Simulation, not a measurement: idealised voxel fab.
process module | voxel gate over fins
cross-section cut | 265 nm wide | cells 5 nm
A cross-section is a grid of square cells, given in bands from the top down. A band is one or more rows of cells.
Each band's line starts with the height of the band's top and of its bottom, in nm. Then come its materials from left to right, each with its width in nm. One material with "throughout" fills the band from edge to edge. "air" is empty space.
Height 0 is the level under which the wafer as received is all one material. The lowest band goes on downwards, as in "0 down".
A width such as "30 to 40" changes by the same amount from each row of cells to the next, from the band's top row to its bottom row.
"no change" after a step means that no cell of the cross-section changed.
closed voids: empty space of 8 cells or more with no open way to the top, each as width x height at its distance from the left edge, in nm
after a step's settings: what the simulator itself notes on the step
overlay nm, on a step with a mask: how far to the right of its planned place the mask lay; to the left if negative
plan
1 op RECEIVE | material Si
2 op CONFORMAL_DEP | material SiN | thk nm 5
3 op DIRECTIONAL_DEP | material aC | thk nm 10
4 op PATTERN | tone cover | mask id FINS | material resist | width nm 15 | pitch nm 40 | thk nm 30 | overlay nm 0
5 op DIRECTIONAL_ETCH | etch materials aC | depth nm 10
6 op STRIP | etch materials resist
7 op DIRECTIONAL_ETCH | etch materials SiN | depth nm 5
8 op DIRECTIONAL_ETCH | etch materials Si | depth nm 30
9 op STRIP | etch materials aC
10 op OXIDIZE | depth nm 5
11 op FILL_DEP | material SiO2 | thk nm 15
12 op CMP | height nm 5
13 op SELECTIVE_ETCH | etch materials SiO2 | depth nm 20
14 op STRIP | etch materials SiN
15 op CONFORMAL_DEP | material HfO2 | thk nm 5
16 op CONFORMAL_DEP | material TiN | thk nm 5
17 op FILL_DEP | material W | thk nm 15
18 op CMP | height nm 20
19 op CONFORMAL_DEP | material SiN | thk nm 10
first wafer, as planned
as received, after step 1
  0 down: Si throughout
  closed voids: none
after step 2
  5 to 0: SiN throughout
  below 0: unchanged
after step 3
  15 to 5: aC throughout
  below 5: unchanged
after step 4
  45 to 15: air 105 | resist 15 | air 25 | resist 15 | air 105
  below 15: unchanged
after step 5
  35 to 15: air 105 | resist 15 | air 25 | resist 15 | air 105
  15 to 5: air 105 | aC 15 | air 25 | aC 15 | air 105
  below 5: unchanged
after step 6
  15 to 5: air 105 | aC 15 | air 25 | aC 15 | air 105
  below 5: unchanged
after step 7
  15 to 5: air 105 | aC 15 | air 25 | aC 15 | air 105
  5 to 0: air 105 | SiN 15 | air 25 | SiN 15 | air 105
  below 0: unchanged
after step 8
  15 to 5: air 105 | aC 15 | air 25 | aC 15 | air 105
  5 to 0: air 105 | SiN 15 | air 25 | SiN 15 | air 105
  0 to -30: air 105 | Si 15 | air 25 | Si 15 | air 105
  below -30: unchanged
after step 9
  5 to 0: air 105 | SiN 15 | air 25 | SiN 15 | air 105
  below 0: unchanged
after step 10
  5 to 0: air 105 | SiN 15 | air 25 | SiN 15 | air 105
  0 to -30: air 105 | SiO2 5 | Si 5 | SiO2 5 | air 25 | SiO2 5 | Si 5 | SiO2 5 | air 105
  -30 to -35: SiO2 110 | Si 5 | SiO2 35 | Si 5 | SiO2 110
  below -35: unchanged
after step 11
  20 to 5: SiO2 throughout
  5 to 0: SiO2 105 | SiN 15 | SiO2 25 | SiN 15 | SiO2 105
  0 to -35: SiO2 110 | Si 5 | SiO2 35 | Si 5 | SiO2 110
  below -35: unchanged
after step 12
  5 to 0: SiO2 105 | SiN 15 | SiO2 25 | SiN 15 | SiO2 105
  below 0: unchanged
after step 13
  5 to 0: air 105 | SiN 15 | air 25 | SiN 15 | air 105
  0 to -15: air 110 | Si 5 | air 35 | Si 5 | air 110
  below -15: unchanged
after step 14
  0 to -15: air 110 | Si 5 | air 35 | Si 5 | air 110
  below -15: unchanged
after step 15
  5 to 0: air 105 | HfO2 15 | air 25 | HfO2 15 | air 105
  0 to -10: air 105 | HfO2 5 | Si 5 | HfO2 5 | air 25 | HfO2 5 | Si 5 | HfO2 5 | air 105
  -10 to -15: HfO2 110 | Si 5 | HfO2 35 | Si 5 | HfO2 110
  below -15: unchanged
after step 16
  10 to 5: air 100 | TiN 25 | air 15 | TiN 25 | air 100
  5 to 0: air 100 | TiN 5 | HfO2 15 | TiN 5 | air 15 | TiN 5 | HfO2 15 | TiN 5 | air 100
  0 to -5: air 100 | TiN 5 | HfO2 5 | Si 5 | HfO2 5 | TiN 5 | air 15 | TiN 5 | HfO2 5 | Si 5 | HfO2 5 | TiN 5 | air 100
  -5 to -10: TiN 105 | HfO2 5 | Si 5 | HfO2 5 | TiN 25 | HfO2 5 | Si 5 | HfO2 5 | TiN 105
  below -10: unchanged
after step 17
  25 to 10: W throughout
  10 to 5: W 100 | TiN 25 | W 15 | TiN 25 | W 100
  5 to 0: W 100 | TiN 5 | HfO2 15 | TiN 5 | W 15 | TiN 5 | HfO2 15 | TiN 5 | W 100
  0 to -5: W 100 | TiN 5 | HfO2 5 | Si 5 | HfO2 5 | TiN 5 | W 15 | TiN 5 | HfO2 5 | Si 5 | HfO2 5 | TiN 5 | W 100
  below -5: unchanged
after step 18
  20 to 10: W throughout
  below 10: unchanged
after step 19
  30 to 20: SiN throughout
  below 20: unchanged
second wafer: like start, like plan, one mistake. Through step 7 it matches the first wafer
when step 8 should have ended
  15 to 5: air 105 | aC 15 | air 25 | aC 15 | air 105
  5 to 0: air 105 | SiN 15 | air 25 | SiN 15 | air 105
  0 to -60: air 105 | Si 15 | air 25 | Si 15 | air 105
  below -60: unchanged
when step 9 should have ended
  5 to 0: air 105 | SiN 15 | air 25 | SiN 15 | air 105
  below 0: unchanged
when step 10 should have ended
  5 to 0: air 105 | SiN 15 | air 25 | SiN 15 | air 105
  0 to -60: air 105 | SiO2 5 | Si 5 | SiO2 5 | air 25 | SiO2 5 | Si 5 | SiO2 5 | air 105
  -60 to -65: SiO2 110 | Si 5 | SiO2 35 | Si 5 | SiO2 110
  below -65: unchanged
when step 11 should have ended
  20 to 5: SiO2 throughout
  5 to 0: SiO2 105 | SiN 15 | SiO2 25 | SiN 15 | SiO2 105
  0 to -65: SiO2 110 | Si 5 | SiO2 35 | Si 5 | SiO2 110
  below -65: unchanged
when step 12 should have ended
  5 to 0: SiO2 105 | SiN 15 | SiO2 25 | SiN 15 | SiO2 105
  below 0: unchanged
when step 13 should have ended
  5 to 0: air 105 | SiN 15 | air 25 | SiN 15 | air 105
  0 to -15: air 110 | Si 5 | air 35 | Si 5 | air 110
  below -15: unchanged
when step 14 should have ended
  0 to -15: air 110 | Si 5 | air 35 | Si 5 | air 110
  below -15: unchanged
when step 15 should have ended
  5 to 0: air 105 | HfO2 15 | air 25 | HfO2 15 | air 105
  0 to -10: air 105 | HfO2 5 | Si 5 | HfO2 5 | air 25 | HfO2 5 | Si 5 | HfO2 5 | air 105
  -10 to -15: HfO2 110 | Si 5 | HfO2 35 | Si 5 | HfO2 110
  below -15: unchanged
when step 16 should have ended
  10 to 5: air 100 | TiN 25 | air 15 | TiN 25 | air 100
  5 to 0: air 100 | TiN 5 | HfO2 15 | TiN 5 | air 15 | TiN 5 | HfO2 15 | TiN 5 | air 100
  0 to -5: air 100 | TiN 5 | HfO2 5 | Si 5 | HfO2 5 | TiN 5 | air 15 | TiN 5 | HfO2 5 | Si 5 | HfO2 5 | TiN 5 | air 100
  -5 to -10: TiN 105 | HfO2 5 | Si 5 | HfO2 5 | TiN 25 | HfO2 5 | Si 5 | HfO2 5 | TiN 105
  below -10: unchanged
when step 17 should have ended
  25 to 10: W throughout
  10 to 5: W 100 | TiN 25 | W 15 | TiN 25 | W 100
  5 to 0: W 100 | TiN 5 | HfO2 15 | TiN 5 | W 15 | TiN 5 | HfO2 15 | TiN 5 | W 100
  0 to -5: W 100 | TiN 5 | HfO2 5 | Si 5 | HfO2 5 | TiN 5 | W 15 | TiN 5 | HfO2 5 | Si 5 | HfO2 5 | TiN 5 | W 100
  below -5: unchanged
when step 18 should have ended
  20 to 10: W throughout
  below 10: unchanged
when step 19 should have ended
  30 to 20: SiN throughout
  below 20: unchanged
what went wrong: step 8 was run twice
at the end the second wafer has, in cells: 306 fewer of Si | 306 more of SiO2
